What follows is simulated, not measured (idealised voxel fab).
The document below concerns the process module designated voxel gate over fins.
It is cross-section cut that appears here, measuring 155 nm in width, its square cells being 5 nm in size.
A cross-section is written here as square cells arranged in a grid, and it is given in bands from the top down, each band taking up one or more rows of cells.
A band entry consists of two parts. The first gives the height of the band's top and the height of its bottom, in nm. The rest lists the band's materials from left to right, each with its width in nm. A single material labelled with the word "full width" fills the band from edge to edge, and the word "empty" marks empty space.
The reference from which all heights are counted is 0, the level beneath which the as-received wafer is entirely one material; the lowest band, having no lower bound, proceeds downward and is written after the example "z 0 and below".
The two numbers in a width such as "30->40" mark its ends across the band: the first belongs to the top row of cells, the second to the bottom row, and from each row to the next the width moves by the same amount.
No cell of the cross-section changed in a step that is given as "no change occurred".
You'll see "Enclosed void listing" listing empty spaces that have no way open to the top, as long as they're 8 cells or more; the notation is width x height at distance, where the distance is from the left edge, and all of it is in nm.
Note: text after step settings on the step line = simulator remark on that step.
"overlay nm" answers the question of how far to the right of plan the mask lay on a step that has a mask, and when it is negative the answer is to the left.
Intended process steps:
1: RECEIVE,material Si
2: CONFORMAL_DEP,material SiN,thk nm 10
3: PATTERN,tone cover,mask id FINS,material resist,width nm 15,pitch nm 55,thk nm 15,overlay nm 0
4: DIRECTIONAL_ETCH,etch materials SiN,depth nm 10
5: DIRECTIONAL_ETCH,etch materials Si,depth nm 30
6: STRIP,etch materials resist
7: FILL_DEP,material SiO2,thk nm 15
8: CMP,height nm 10
9: DIRECTIONAL_DEP,material aC,thk nm 15
10: PATTERN,tone open,mask id RAIL,material resist,width nm 15,thk nm 30,overlay nm 0
11: DIRECTIONAL_ETCH,etch materials aC,depth nm 15
12: STRIP,etch materials resist
13: DIRECTIONAL_ETCH,etch materials SiO2,depth nm 35
14: STRIP,etch materials aC
15: CONFORMAL_DEP,material TiN,thk nm 5
16: FILL_DEP,material Ru,thk nm 5
17: CMP,height nm 10
18: SELECTIVE_ETCH,etch materials W Ru TiN,depth nm 30
19: FILL_DEP,material SiO2,thk nm 5
20: CMP,height nm 10
21: SELECTIVE_ETCH,etch materials SiO2,depth nm 20
22: STRIP,etch materials SiN
23: CONFORMAL_DEP,material HfO2,thk nm 5
24: CONFORMAL_DEP,material TiN,thk nm 5
25: FILL_DEP,material W,thk nm 15
26: CMP,height nm 20
27: CONFORMAL_DEP,material SiN,thk nm 10
First wafer, as planned:
Cross-section of the wafer as it came to us, i.e., already through step 1:
    z 0 and below | Si full width
    Enclosed void listing: none
How the wafer stands in section after step 2:
    z 10 to 0 | SiN full width
    Nothing below the height 0 has changed.
How the wafer stands in section after step 3:
    z 25 to 10 | 15 of empty | 15 of resist | 40 of empty | 15 of resist | 40 of empty | 15 of resist | 15 of empty
    Nothing below the height 10 has changed.
How the wafer stands in section after step 4:
    z 25 to 10 | 15 of empty | 15 of resist | 40 of empty | 15 of resist | 40 of empty | 15 of resist | 15 of empty
    z 10 to 0 | 15 of empty | 15 of SiN | 40 of empty | 15 of SiN | 40 of empty | 15 of SiN | 15 of empty
    Nothing below the height 0 has changed.
How the wafer stands in section after step 5:
    z 25 to 10 | 15 of empty | 15 of resist | 40 of empty | 15 of resist | 40 of empty | 15 of resist | 15 of empty
    z 10 to 0 | 15 of empty | 15 of SiN | 40 of empty | 15 of SiN | 40 of empty | 15 of SiN | 15 of empty
    z 0 to -30 | 15 of empty | 15 of Si | 40 of empty | 15 of Si | 40 of empty | 15 of Si | 15 of empty
    Nothing below the height -30 has changed.
How the wafer stands in section after step 6:
    z 10 to 0 | 15 of empty | 15 of SiN | 40 of empty | 15 of SiN | 40 of empty | 15 of SiN | 15 of empty
    Nothing below the height 0 has changed.
How the wafer stands in section after step 7:
    z 25 to 10 | SiO2 full width
    z 10 to 0 | 15 of SiO2 | 15 of SiN | 40 of SiO2 | 15 of SiN | 40 of SiO2 | 15 of SiN | 15 of SiO2
    z 0 to -30 | 15 of SiO2 | 15 of Si | 40 of SiO2 | 15 of Si | 40 of SiO2 | 15 of Si | 15 of SiO2
    Nothing below the height -30 has changed.
How the wafer stands in section after step 8:
    z 10 to 0 | 15 of SiO2 | 15 of SiN | 40 of SiO2 | 15 of SiN | 40 of SiO2 | 15 of SiN | 15 of SiO2
    Nothing below the height 0 has changed.
How the wafer stands in section after step 9:
    z 25 to 10 | aC full width
    Nothing below the height 10 has changed.
How the wafer stands in section after step 10:
    z 55 to 25 | 40 of resist | 15 of empty | 100 of resist
    Nothing below the height 25 has changed.
How the wafer stands in section after step 11:
    z 40 to 25 | 40 of resist | 15 of empty | 100 of resist
    z 25 to 10 | 40 of aC | 15 of empty | 100 of aC
    Nothing below the height 10 has changed.
How the wafer stands in section after step 12:
    z 25 to 10 | 40 of aC | 15 of empty | 100 of aC
    Nothing below the height 10 has changed.
How the wafer stands in section after step 13:
    z 25 to 10 | 40 of aC | 15 of empty | 100 of aC
    z 10 to 0 | 15 of SiO2 | 15 of SiN | 10 of SiO2 | 15 of empty | 15 of SiO2 | 15 of SiN | 40 of SiO2 | 15 of SiN | 15 of SiO2
    z 0 to -25 | 15 of SiO2 | 15 of Si | 10 of SiO2 | 15 of empty | 15 of SiO2 | 15 of Si | 40 of SiO2 | 15 of Si | 15 of SiO2
    Nothing below the height -25 has changed.
How the wafer stands in section after step 14:
    z 10 to 0 | 15 of SiO2 | 15 of SiN | 10 of SiO2 | 15 of empty | 15 of SiO2 | 15 of SiN | 40 of SiO2 | 15 of SiN | 15 of SiO2
    Nothing below the height 0 has changed.
How the wafer stands in section after step 15:
    z 15 to 10 | 45 of TiN | 5 of empty | 105 of TiN
    z 10 to 0 | 15 of SiO2 | 15 of SiN | 10 of SiO2 | 5 of TiN | 5 of empty | 5 of TiN | 15 of SiO2 | 15 of SiN | 40 of SiO2 | 15 of SiN | 15 of SiO2
    z 0 to -20 | 15 of SiO2 | 15 of Si | 10 of SiO2 | 5 of TiN | 5 of empty | 5 of TiN | 15 of SiO2 | 15 of Si | 40 of SiO2 | 15 of Si | 15 of SiO2
    z -20 to -25 | 15 of SiO2 | 15 of Si | 10 of SiO2 | 15 of TiN | 15 of SiO2 | 15 of Si | 40 of SiO2 | 15 of Si | 15 of SiO2
    Nothing below the height -25 has changed.
How the wafer stands in section after step 16:
    z 20 to 15 | Ru full width
    z 15 to 10 | 45 of TiN | 5 of Ru | 105 of TiN
    z 10 to 0 | 15 of SiO2 | 15 of SiN | 10 of SiO2 | 5 of TiN | 5 of Ru | 5 of TiN | 15 of SiO2 | 15 of SiN | 40 of SiO2 | 15 of SiN | 15 of SiO2
    z 0 to -20 | 15 of SiO2 | 15 of Si | 10 of SiO2 | 5 of TiN | 5 of Ru | 5 of TiN | 15 of SiO2 | 15 of Si | 40 of SiO2 | 15 of Si | 15 of SiO2
    Nothing below the height -20 has changed.
How the wafer stands in section after step 17:
    z 10 to 0 | 15 of SiO2 | 15 of SiN | 10 of SiO2 | 5 of TiN | 5 of Ru | 5 of TiN | 15 of SiO2 | 15 of SiN | 40 of SiO2 | 15 of SiN | 15 of SiO2
    Nothing below the height 0 has changed.
How the wafer stands in section after step 18:
    z 10 to 0 | 15 of SiO2 | 15 of SiN | 10 of SiO2 | 15 of empty | 15 of SiO2 | 15 of SiN | 40 of SiO2 | 15 of SiN | 15 of SiO2
    z 0 to -20 | 15 of SiO2 | 15 of Si | 10 of SiO2 | 15 of empty | 15 of SiO2 | 15 of Si | 40 of SiO2 | 15 of Si | 15 of SiO2
    Nothing below the height -20 has changed.
How the wafer stands in section after step 19:
    z 15 to 10 | SiO2 full width
    z 10 to 0 | 15 of SiO2 | 15 of SiN | 40 of SiO2 | 15 of SiN | 40 of SiO2 | 15 of SiN | 15 of SiO2
    z 0 to -20 | 15 of SiO2 | 15 of Si | 40 of SiO2 | 15 of Si | 40 of SiO2 | 15 of Si | 15 of SiO2
    Nothing below the height -20 has changed.
How the wafer stands in section after step 20:
    z 10 to 0 | 15 of SiO2 | 15 of SiN | 40 of SiO2 | 15 of SiN | 40 of SiO2 | 15 of SiN | 15 of SiO2
    Nothing below the height 0 has changed.
How the wafer stands in section after step 21:
    z 10 to 0 | 15 of empty | 15 of SiN | 40 of empty | 15 of SiN | 40 of empty | 15 of SiN | 15 of empty
    z 0 to -10 | 15 of empty | 15 of Si | 40 of empty | 15 of Si | 40 of empty | 15 of Si | 15 of empty
    Nothing below the height -10 has changed.
How the wafer stands in section after step 22:
    z 0 to -10 | 15 of empty | 15 of Si | 40 of empty | 15 of Si | 40 of empty | 15 of Si | 15 of empty
    Nothing below the height -10 has changed.
How the wafer stands in section after step 23:
    z 5 to 0 | 10 of empty | 25 of HfO2 | 30 of empty | 25 of HfO2 | 30 of empty | 25 of HfO2 | 10 of empty
    z 0 to -5 | 10 of empty | 5 of HfO2 | 15 of Si | 5 of HfO2 | 30 of empty | 5 of HfO2 | 15 of Si | 5 of HfO2 | 30 of empty | 5 of HfO2 | 15 of Si | 5 of HfO2 | 10 of empty
    z -5 to -10 | 15 of HfO2 | 15 of Si | 40 of HfO2 | 15 of Si | 40 of HfO2 | 15 of Si | 15 of HfO2
    Nothing below the height -10 has changed.
How the wafer stands in section after step 24:
    z 10 to 5 | 5 of empty | 35 of TiN | 20 of empty | 35 of TiN | 20 of empty | 35 of TiN | 5 of empty
    z 5 to 0 | 5 of empty | 5 of TiN | 25 of HfO2 | 5 of TiN | 20 of empty | 5 of TiN | 25 of HfO2 | 5 of TiN | 20 of empty | 5 of TiN | 25 of HfO2 | 5 of TiN | 5 of empty
    z 0 to -5 | 10 of TiN | 5 of HfO2 | 15 of Si | 5 of HfO2 | 30 of TiN | 5 of HfO2 | 15 of Si | 5 of HfO2 | 30 of TiN | 5 of HfO2 | 15 of Si | 5 of HfO2 | 10 of TiN
    Nothing below the height -5 has changed.
How the wafer stands in section after step 25:
    z 25 to 10 | W full width
    z 10 to 5 | 5 of W | 35 of TiN | 20 of W | 35 of TiN | 20 of W | 35 of TiN | 5 of W
    z 5 to 0 | 5 of W | 5 of TiN | 25 of HfO2 | 5 of TiN | 20 of W | 5 of TiN | 25 of HfO2 | 5 of TiN | 20 of W | 5 of TiN | 25 of HfO2 | 5 of TiN | 5 of W
    Nothing below the height 0 has changed.
How the wafer stands in section after step 26:
    z 20 to 10 | W full width
    Nothing below the height 10 has changed.
How the wafer stands in section after step 27:
    z 30 to 20 | SiN full width
    Nothing below the height 20 has changed.
Second Wafer (Identical Start and Plan, One Processing Error; Matches First Wafer Through Step 9):
When step 10 should have ended:
    z 55 to 25 | 40 of resist | 20 of empty | 95 of resist
    Nothing below the height 25 has changed.
When step 11 should have ended:
    z 40 to 25 | 40 of resist | 20 of empty | 95 of resist
    z 25 to 10 | 40 of aC | 20 of empty | 95 of aC
    Nothing below the height 10 has changed.
When step 12 should have ended:
    z 25 to 10 | 40 of aC | 20 of empty | 95 of aC
    Nothing below the height 10 has changed.
When step 13 should have ended:
    z 25 to 10 | 40 of aC | 20 of empty | 95 of aC
    z 10 to 0 | 15 of SiO2 | 15 of SiN | 10 of SiO2 | 20 of empty | 10 of SiO2 | 15 of SiN | 40 of SiO2 | 15 of SiN | 15 of SiO2
    z 0 to -25 | 15 of SiO2 | 15 of Si | 10 of SiO2 | 20 of empty | 10 of SiO2 | 15 of Si | 40 of SiO2 | 15 of Si | 15 of SiO2
    Nothing below the height -25 has changed.
When step 14 should have ended:
    z 10 to 0 | 15 of SiO2 | 15 of SiN | 10 of SiO2 | 20 of empty | 10 of SiO2 | 15 of SiN | 40 of SiO2 | 15 of SiN | 15 of SiO2
    Nothing below the height 0 has changed.
When step 15 should have ended:
    z 15 to 10 | 45 of TiN | 10 of empty | 100 of TiN
    z 10 to 0 | 15 of SiO2 | 15 of SiN | 10 of SiO2 | 5 of TiN | 10 of empty | 5 of TiN | 10 of SiO2 | 15 of SiN | 40 of SiO2 | 15 of SiN | 15 of SiO2
    z 0 to -20 | 15 of SiO2 | 15 of Si | 10 of SiO2 | 5 of TiN | 10 of empty | 5 of TiN | 10 of SiO2 | 15 of Si | 40 of SiO2 | 15 of Si | 15 of SiO2
    z -20 to -25 | 15 of SiO2 | 15 of Si | 10 of SiO2 | 20 of TiN | 10 of SiO2 | 15 of Si | 40 of SiO2 | 15 of Si | 15 of SiO2
    Nothing below the height -25 has changed.
When step 16 should have ended:
    z 20 to 15 | Ru full width
    z 15 to 10 | 45 of TiN | 10 of Ru | 100 of TiN
    z 10 to 0 | 15 of SiO2 | 15 of SiN | 10 of SiO2 | 5 of TiN | 10 of Ru | 5 of TiN | 10 of SiO2 | 15 of SiN | 40 of SiO2 | 15 of SiN | 15 of SiO2
    z 0 to -20 | 15 of SiO2 | 15 of Si | 10 of SiO2 | 5 of TiN | 10 of Ru | 5 of TiN | 10 of SiO2 | 15 of Si | 40 of SiO2 | 15 of Si | 15 of SiO2
    Nothing below the height -20 has changed.
When step 17 should have ended:
    z 10 to 0 | 15 of SiO2 | 15 of SiN | 10 of SiO2 | 5 of TiN | 10 of Ru | 5 of TiN | 10 of SiO2 | 15 of SiN | 40 of SiO2 | 15 of SiN | 15 of SiO2
    Nothing below the height 0 has changed.
When step 18 should have ended:
    z 10 to 0 | 15 of SiO2 | 15 of SiN | 10 of SiO2 | 20 of empty | 10 of SiO2 | 15 of SiN | 40 of SiO2 | 15 of SiN | 15 of SiO2
    z 0 to -20 | 15 of SiO2 | 15 of Si | 10 of SiO2 | 20 of empty | 10 of SiO2 | 15 of Si | 40 of SiO2 | 15 of Si | 15 of SiO2
    Nothing below the height -20 has changed.
When step 19 should have ended:
    z 15 to 10 | SiO2 full width
    z 10 to 0 | 15 of SiO2 | 15 of SiN | 40 of SiO2 | 15 of SiN | 40 of SiO2 | 15 of SiN | 15 of SiO2
    z 0 to -20 | 15 of SiO2 | 15 of Si | 40 of SiO2 | 15 of Si | 40 of SiO2 | 15 of Si | 15 of SiO2
    Nothing below the height -20 has changed.
When step 20 should have ended:
    z 10 to 0 | 15 of SiO2 | 15 of SiN | 40 of SiO2 | 15 of SiN | 40 of SiO2 | 15 of SiN | 15 of SiO2
    Nothing below the height 0 has changed.
When step 21 should have ended:
    z 10 to 0 | 15 of empty | 15 of SiN | 40 of empty | 15 of SiN | 40 of empty | 15 of SiN | 15 of empty
    z 0 to -10 | 15 of empty | 15 of Si | 40 of empty | 15 of Si | 40 of empty | 15 of Si | 15 of empty
    Nothing below the height -10 has changed.
When step 22 should have ended:
    z 0 to -10 | 15 of empty | 15 of Si | 40 of empty | 15 of Si | 40 of empty | 15 of Si | 15 of empty
    Nothing below the height -10 has changed.
When step 23 should have ended:
    z 5 to 0 | 10 of empty | 25 of HfO2 | 30 of empty | 25 of HfO2 | 30 of empty | 25 of HfO2 | 10 of empty
    z 0 to -5 | 10 of empty | 5 of HfO2 | 15 of Si | 5 of HfO2 | 30 of empty | 5 of HfO2 | 15 of Si | 5 of HfO2 | 30 of empty | 5 of HfO2 | 15 of Si | 5 of HfO2 | 10 of empty
    z -5 to -10 | 15 of HfO2 | 15 of Si | 40 of HfO2 | 15 of Si | 40 of HfO2 | 15 of Si | 15 of HfO2
    Nothing below the height -10 has changed.
When step 24 should have ended:
    z 10 to 5 | 5 of empty | 35 of TiN | 20 of empty | 35 of TiN | 20 of empty | 35 of TiN | 5 of empty
    z 5 to 0 | 5 of empty | 5 of TiN | 25 of HfO2 | 5 of TiN | 20 of empty | 5 of TiN | 25 of HfO2 | 5 of TiN | 20 of empty | 5 of TiN | 25 of HfO2 | 5 of TiN | 5 of empty
    z 0 to -5 | 10 of TiN | 5 of HfO2 | 15 of Si | 5 of HfO2 | 30 of TiN | 5 of HfO2 | 15 of Si | 5 of HfO2 | 30 of TiN | 5 of HfO2 | 15 of Si | 5 of HfO2 | 10 of TiN
    Nothing below the height -5 has changed.
When step 25 should have ended:
    z 25 to 10 | W full width
    z 10 to 5 | 5 of W | 35 of TiN | 20 of W | 35 of TiN | 20 of W | 35 of TiN | 5 of W
    z 5 to 0 | 5 of W | 5 of TiN | 25 of HfO2 | 5 of TiN | 20 of W | 5 of TiN | 25 of HfO2 | 5 of TiN | 20 of W | 5 of TiN | 25 of HfO2 | 5 of TiN | 5 of W
    Nothing below the height 0 has changed.
When step 26 should have ended:
    z 20 to 10 | W full width
    Nothing below the height 10 has changed.
When step 27 should have ended:
    z 30 to 20 | SiN full width
    Nothing below the height 20 has changed.
Diagnosis: off-plan run, step 10, actual operation and settings PATTERN,tone open,mask id RAIL,material resist,width nm 20,thk nm 30,overlay nm 0
The second wafer ends with more or fewer cells of some materials than the first, per final count: SiO2: 1 fewer, TiN: 1 more
